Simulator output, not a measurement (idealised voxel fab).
Process module name: voxel spacer lines
It is cross-section cut that appears here, measuring 195 nm in width, its square cells being 5 nm in size.
A cross-section is written here as square cells arranged in a grid, and it is given in bands from the top down, each band taking up one or more rows of cells. Top height, bottom height, nm. Materials left to right, width each, nm. Single material + "everywhere" = fills band edge to edge. "empty" = empty. Height datum 0, below which the as-received substrate wafer is one material. Lowest band open at the bottom, running downward: "0..down". The expression "30..40" gives the width at the extremes of the band, the first number at its top row of cells and the second at its bottom row, with the width changing by equal amounts from each row to the next in between. "remains unaltered" after a step means that no cell of the cross-section changed. "Non-vented voids" means: voids of 8 cells or more that are shut off from the top with no open way through. Written width x height at distance, distance from the left edge, in nm. Where a step's line continues beyond its settings, the continuation is a remark by the simulator itself on that step. "overlay nm", when on a step's line for a step with a mask, measures how far to the right of its planned place the mask lay; a negative measure means to the left.
[So here's the lineup of process steps we planned]
1,RECEIVE [material Si]
2,CONFORMAL_DEP [material Al2O3] [thk nm 10]
3,DIRECTIONAL_DEP [material polySi] [thk nm 10]
4,DIRECTIONAL_DEP [material aC] [thk nm 25]
5,PATTERN [tone cover] [mask id MANDREL] [material resist] [width nm 15] [pitch nm 50] [thk nm 35] [overlay nm 0]
6,DIRECTIONAL_ETCH [etch materials aC] [depth nm 25]
7,STRIP [etch materials resist]
8,CONFORMAL_DEP [material SiO2] [thk nm 10]
9,DIRECTIONAL_ETCH [etch materials SiO2] [depth nm 10]
10,STRIP [etch materials aC]
11,DIRECTIONAL_ETCH [etch materials polySi] [depth nm 10]
12,STRIP [etch materials SiO2]
[Cross-section of the wafer upon arrival, representing the state reached after step 1]
> 0..down: Si everywhere
> Non-vented voids: none
[The cross-section shown corresponds to the wafer at the conclusion of the module. The initial structure and the process plan are those presented above; however, one mistake occurred in executing the plan]
> 20..15: empty (30), then polySi (10), then empty (15), then polySi (10), then empty (15), then polySi (10), then empty (15), then polySi (10), then empty (15), then polySi (10), then empty (15), then polySi (10), then empty (30)
> 15..10: polySi everywhere
> 10..0: Al2O3 everywhere
> 0..down: Si everywhere
> Non-vented voids: none
Deviation noted in wafer processing: step 11, actual vs plan mismatch, actual run DIRECTIONAL_ETCH [etch materials polySi] [depth nm 5]
